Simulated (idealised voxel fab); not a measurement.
process module | voxel double patterning
cross-section cut | 180 nm wide | cells 5 nm
A cross-section is a grid of square cells, given in bands from the top down. A band is one or more rows of cells.
Each band's line starts with the height of the band's top and of its bottom, in nm. Then come its materials from left to right, each with its width in nm. One material with "throughout" fills the band from edge to edge. "air" is empty space.
Height 0 is the level under which the wafer as received is all one material. The lowest band goes on downwards, as in "0 down".
A width such as "30 to 40" changes by the same amount from each row of cells to the next, from the band's top row to its bottom row.
"no change" after a step means that no cell of the cross-section changed.
closed voids: empty space of 8 cells or more with no open way to the top, each as width x height at its distance from the left edge, in nm
after a step's settings: what the simulator itself notes on the step
overlay nm, on a step with a mask: how far to the right of its planned place the mask lay; to the left if negative
plan
1 op RECEIVE | material Si
2 op CONFORMAL_DEP | material SiO2 | thk nm 10
3 op DIRECTIONAL_DEP | material polySi | thk nm 20
4 op DIRECTIONAL_DEP | material SiN | thk nm 5
5 op DIRECTIONAL_DEP | material aC | thk nm 10
6 op PATTERN | tone open | mask id FIRST | material resist | width nm 15 | pitch nm 50 | thk nm 25 | overlay nm 0
7 op DIRECTIONAL_ETCH | etch materials aC | depth nm 10
8 op STRIP | etch materials resist
9 op DIRECTIONAL_ETCH | etch materials SiN | depth nm 5
10 op STRIP | etch materials aC
11 op DIRECTIONAL_DEP | material aC | thk nm 15
12 op PATTERN | tone open | mask id SECOND | material resist | width nm 15 | pitch nm 50 | thk nm 30 | overlay nm 0
13 op DIRECTIONAL_ETCH | etch materials aC | depth nm 15
14 op STRIP | etch materials resist
15 op DIRECTIONAL_ETCH | etch materials SiN | depth nm 5
16 op STRIP | etch materials aC
17 op DIRECTIONAL_ETCH | etch materials polySi | depth nm 20
18 op STRIP | etch materials SiN
as received, after step 1
  0 down: Si throughout
  closed voids: none
first wafer at the end, as planned
  30 to 10: polySi 30 | air 15 | polySi 10 | air 15 | polySi 10 | air 15 | polySi 10 | air 15 | polySi 10 | air 15 | polySi 35
  10 to 0: SiO2 throughout
  0 down: Si throughout
  closed voids: none
second wafer at the end: like start, like plan, one mistake
  30 to 20: polySi 30 | air 15 | polySi 10 | air 15 | polySi 10 | air 15 | polySi 10 | air 15 | polySi 10 | air 15 | polySi 35
  20 to 10: polySi throughout
  10 to 0: SiO2 throughout
  0 down: Si throughout
  closed voids: none
what went wrong: step 17 ran as: op DIRECTIONAL_ETCH | etch materials polySi | depth nm 10
at the end the second wafer has, in cells: 30 more of polySi
